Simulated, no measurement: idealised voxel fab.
process module | voxel self aligned vias
cross-section cut | 255 nm wide | cells 5 nm
A cross-section is a grid of square cells, given in bands from the top down. A band is one or more rows of cells.
Each band's line starts with the height of the band's top and of its bottom, in nm. Then come its materials from left to right, each with its width in nm. One material with "throughout" fills the band from edge to edge. "air" is empty space.
Height 0 is the level under which the wafer as received is all one material. The lowest band goes on downwards, as in "0 down".
A width such as "30 to 40" changes by the same amount from each row of cells to the next, from the band's top row to its bottom row.
"no change" after a step means that no cell of the cross-section changed.
closed voids: empty space of 8 cells or more with no open way to the top, each as width x height at its distance from the left edge, in nm
after a step's settings: what the simulator itself notes on the step
overlay nm, on a step with a mask: how far to the right of its planned place the mask lay; to the left if negative
plan
1 op RECEIVE | material Si
2 op CONFORMAL_DEP | material SiO2 | thk nm 15
3 op CONFORMAL_DEP | material SiCN | thk nm 5
4 op DIRECTIONAL_DEP | material SiO2 | thk nm 25
5 op PATTERN | tone open | mask id LINES | material resist | width nm 25 | pitch nm 65 | thk nm 20 | overlay nm 0
6 op DIRECTIONAL_ETCH | etch materials SiO2 | depth nm 25
7 op STRIP | etch materials resist
8 op CONFORMAL_DEP | material TiN | thk nm 5
9 op FILL_DEP | material W | thk nm 10
10 op CMP | height nm 45
11 op SELECTIVE_ETCH | etch materials W Ru TiN | depth nm 5
12 op FILL_DEP | material SiN | thk nm 10
13 op CMP | height nm 45
14 op DIRECTIONAL_DEP | material SiO2 | thk nm 20
15 op DIRECTIONAL_DEP | material aC | thk nm 15
16 op PATTERN | tone open | mask id VIAS | material resist | width nm 45 | pitch nm 65 | thk nm 30 | overlay nm 0
17 op DIRECTIONAL_ETCH | etch materials aC | depth nm 15
18 op STRIP | etch materials resist
19 op DIRECTIONAL_ETCH | etch materials SiO2 | depth nm 20
20 op DIRECTIONAL_ETCH | etch materials SiN | depth nm 5
21 op STRIP | etch materials aC
22 op CONFORMAL_DEP | material TiN | thk nm 5
23 op FILL_DEP | material W | thk nm 5
24 op CMP | height nm 65
25 op CONFORMAL_DEP | material SiN | thk nm 5
as received, after step 1
  0 down: Si throughout
  closed voids: none
a wafer at the end: this start, this plan, one mistake
  70 to 65: SiN throughout
  65 to 45: SiO2 40 | TiN 5 | W 35 | TiN 5 | SiO2 20 | TiN 5 | W 35 | TiN 5 | SiO2 20 | TiN 5 | W 35 | TiN 5 | SiO2 40
  45 to 40: SiN 40 | TiN 45 | SiN 20 | TiN 45 | SiN 20 | TiN 45 | SiN 40
  40 to 20: SiO2 50 | TiN 5 | W 15 | TiN 5 | SiO2 40 | TiN 5 | W 15 | TiN 5 | SiO2 40 | TiN 5 | W 15 | TiN 5 | SiO2 50
  20 to 15: SiO2 50 | TiN 25 | SiO2 40 | TiN 25 | SiO2 40 | TiN 25 | SiO2 50
  15 to 0: SiO2 throughout
  0 down: Si throughout
  closed voids: none
what went wrong: step 3 was left out
